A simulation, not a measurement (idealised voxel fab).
process module | voxel transistor to metal
cross-section cut | 185 nm wide | cells 5 nm
A cross-section is a grid of square cells, given in bands from the top down. A band is one or more rows of cells.
Each band's line starts with the height of the band's top and of its bottom, in nm. Then come its materials from left to right, each with its width in nm. One material with "throughout" fills the band from edge to edge. "air" is empty space.
Height 0 is the level under which the wafer as received is all one material. The lowest band goes on downwards, as in "0 down".
A width such as "30 to 40" changes by the same amount from each row of cells to the next, from the band's top row to its bottom row.
"no change" after a step means that no cell of the cross-section changed.
closed voids: empty space of 8 cells or more with no open way to the top, each as width x height at its distance from the left edge, in nm
after a step's settings: what the simulator itself notes on the step
overlay nm, on a step with a mask: how far to the right of its planned place the mask lay; to the left if negative
plan
1 op RECEIVE | material Si
2 op OXIDIZE | depth nm 5
3 op CONFORMAL_DEP | material SiN | thk nm 10
4 op MASKED_ETCH | tone cover | mask id ACTIVE | width nm 105 | etch materials SiN | depth nm 10 | overlay nm 0
5 op MASKED_ETCH | tone cover | mask id ACTIVE | width nm 105 | etch materials SiO2 | depth nm 5 | overlay nm 0
6 op MASKED_ETCH | tone cover | mask id ACTIVE | width nm 105 | etch materials Si | depth nm 35 | overlay nm 0
7 op FILL_DEP | material SiO2 | thk nm 10
8 op CMP | height nm 10
9 op SELECTIVE_ETCH | etch materials SiO2 | depth nm 10
10 op STRIP | etch materials SiN
11 op SELECTIVE_ETCH | etch materials SiO2 | depth nm 5
12 op OXIDIZE | depth nm 5
13 op DIRECTIONAL_DEP | material polySi | thk nm 25
14 op DIRECTIONAL_DEP | material SiCN | thk nm 10
15 op MASKED_ETCH | tone cover | mask id GATE | width nm 15 | etch materials SiCN | depth nm 20 | overlay nm 0
16 op MASKED_ETCH | tone cover | mask id GATE | width nm 15 | etch materials polySi | depth nm 35 | overlay nm 0
17 op CONFORMAL_DEP | material SiO2 | thk nm 5
18 op DIRECTIONAL_ETCH | etch materials SiO2 | depth nm 5
19 op CONFORMAL_DEP | material SiN | thk nm 10
20 op DIRECTIONAL_ETCH | etch materials SiN | depth nm 10
21 op DIRECTIONAL_ETCH | etch materials SiO2 | depth nm 5
22 op EPI | material SiGe | thk nm 5
23 op FILL_DEP | material SiO2 | thk nm 10
24 op CMP | height nm 30
25 op DIRECTIONAL_DEP | material SiO2 | thk nm 10
26 op DIRECTIONAL_DEP | material aC | thk nm 10
27 op PATTERN | tone open | mask id CONTACT | material resist | width nm 35 | pitch nm 60 | thk nm 25 | overlay nm 0
28 op DIRECTIONAL_ETCH | etch materials aC | depth nm 10
29 op STRIP | etch materials resist
30 op DIRECTIONAL_ETCH | etch materials SiO2 | depth nm 45
31 op STRIP | etch materials aC
32 op CONFORMAL_DEP | material TiN | thk nm 5
33 op FILL_DEP | material Ru | thk nm 10
34 op CMP | height nm 40
35 op CONFORMAL_DEP | material SiN | thk nm 5
36 op DIRECTIONAL_DEP | material SiO2 | thk nm 15
37 op MASKED_ETCH | tone open | mask id METAL_1 | width nm 20 | pitch nm 75 | etch materials SiO2 | depth nm 15 | overlay nm 0
38 op MASKED_ETCH | tone open | mask id METAL_1 | width nm 20 | pitch nm 75 | etch materials SiN | depth nm 5 | overlay nm 0
39 op CONFORMAL_DEP | material TiN | thk nm 5
40 op FILL_DEP | material Ru | thk nm 10
41 op CMP | height nm 60
42 op CONFORMAL_DEP | material SiCN | thk nm 5
43 op DIRECTIONAL_DEP | material SiO2 | thk nm 30
44 op MASKED_ETCH | tone open | mask id METAL_2 | width nm 20 | pitch nm 75 | etch materials SiO2 | depth nm 15 | overlay nm 0
45 op PATTERN | tone open | mask id METAL_2_HOLES | material resist | width nm 15 | pitch nm 75 | thk nm 20 | overlay nm 0
46 op DIRECTIONAL_ETCH | etch materials SiO2 | depth nm 15
47 op DIRECTIONAL_ETCH | etch materials SiCN | depth nm 5
48 op STRIP | etch materials resist
49 op CONFORMAL_DEP | material TiN | thk nm 5
50 op FILL_DEP | material Ru | thk nm 5
51 op CMP | height nm 95
52 op CONFORMAL_DEP | material SiN | thk nm 5
as received, after step 1
  0 down: Si throughout
  closed voids: none
first wafer at the end, as planned
  100 to 95: SiN throughout
  95 to 85: SiO2 45 | TiN 5 | Ru 10 | TiN 5 | SiO2 55 | TiN 5 | Ru 10 | TiN 5 | SiO2 45
  85 to 80: SiO2 45 | TiN 5 | Ru 5 | TiN 10 | SiO2 55 | TiN 5 | Ru 5 | TiN 10 | SiO2 45
  80 to 65: SiO2 45 | TiN 5 | Ru 5 | TiN 5 | SiO2 60 | TiN 5 | Ru 5 | TiN 5 | SiO2 50
  65 to 60: SiCN 45 | TiN 15 | SiCN 60 | TiN 15 | SiCN 50
  60 to 45: SiO2 45 | TiN 5 | Ru 10 | TiN 5 | SiO2 55 | TiN 5 | Ru 10 | TiN 5 | SiO2 45
  45 to 40: SiN 45 | TiN 20 | SiN 55 | TiN 20 | SiN 45
  40 to 30: SiO2 45 | TiN 5 | Ru 25 to 15 | TiN 5 to 15 | SiO2 25 | TiN 5 to 15 | Ru 25 to 15 | TiN 5 | SiO2 45
  30 to 20: SiO2 45 | TiN 5 | Ru 15 | TiN 5 | SiN 10 | SiO2 5 | SiCN 15 | SiO2 5 | SiN 10 | TiN 5 | Ru 15 | TiN 5 | SiO2 45
  20 to 0: SiO2 45 | TiN 5 | Ru 15 | TiN 5 | SiN 10 | SiO2 5 | polySi 15 | SiO2 5 | SiN 10 | TiN 5 | Ru 15 | TiN 5 | SiO2 45
  0 to -5: SiO2 45 | TiN 25 | SiN 10 | SiO2 5 | polySi 15 | SiO2 5 | SiN 10 | TiN 25 | SiO2 45
  -5 to -10: SiO2 35 | SiGe 35 | SiO2 45 | SiGe 35 | SiO2 35
  -10 to -40: SiO2 40 | Si 105 | SiO2 40
  -40 down: Si throughout
  closed voids: none
second wafer at the end: like start, like plan, one mistake
  100 to 95: SiN throughout
  95 to 85: SiO2 45 | TiN 5 | Ru 10 | TiN 5 | SiO2 55 | TiN 5 | Ru 10 | TiN 5 | SiO2 45
  85 to 80: SiO2 45 | TiN 5 | Ru 5 | TiN 10 | SiO2 55 | TiN 5 | Ru 5 | TiN 10 | SiO2 45
  80 to 65: SiO2 45 | TiN 5 | Ru 5 | TiN 5 | SiO2 60 | TiN 5 | Ru 5 | TiN 5 | SiO2 50
  65 to 60: SiCN 45 | TiN 15 | SiCN 60 | TiN 15 | SiCN 50
  60 to 45: SiO2 45 | TiN 5 | Ru 10 | TiN 5 | SiO2 55 | TiN 5 | Ru 10 | TiN 5 | SiO2 45
  45 to 40: SiN 45 | TiN 20 | SiN 55 | TiN 20 | SiN 45
  40 to 30: Ru throughout
  30 to 20: SiO2 70 | SiN 10 | SiO2 5 | SiCN 15 | SiO2 5 | SiN 10 | SiO2 70
  20 to -5: SiO2 70 | SiN 10 | SiO2 5 | polySi 15 | SiO2 5 | SiN 10 | SiO2 70
  -5 to -10: SiO2 35 | SiGe 35 | SiO2 45 | SiGe 35 | SiO2 35
  -10 to -40: SiO2 40 | Si 105 | SiO2 40
  -40 down: Si throughout
  closed voids: none
what went wrong: step 25 ran as: op DIRECTIONAL_DEP | material Ru | thk nm 10
at the end the second wafer has, in cells: 22 more of Ru | 24 more of SiO2 | 46 fewer of TiN
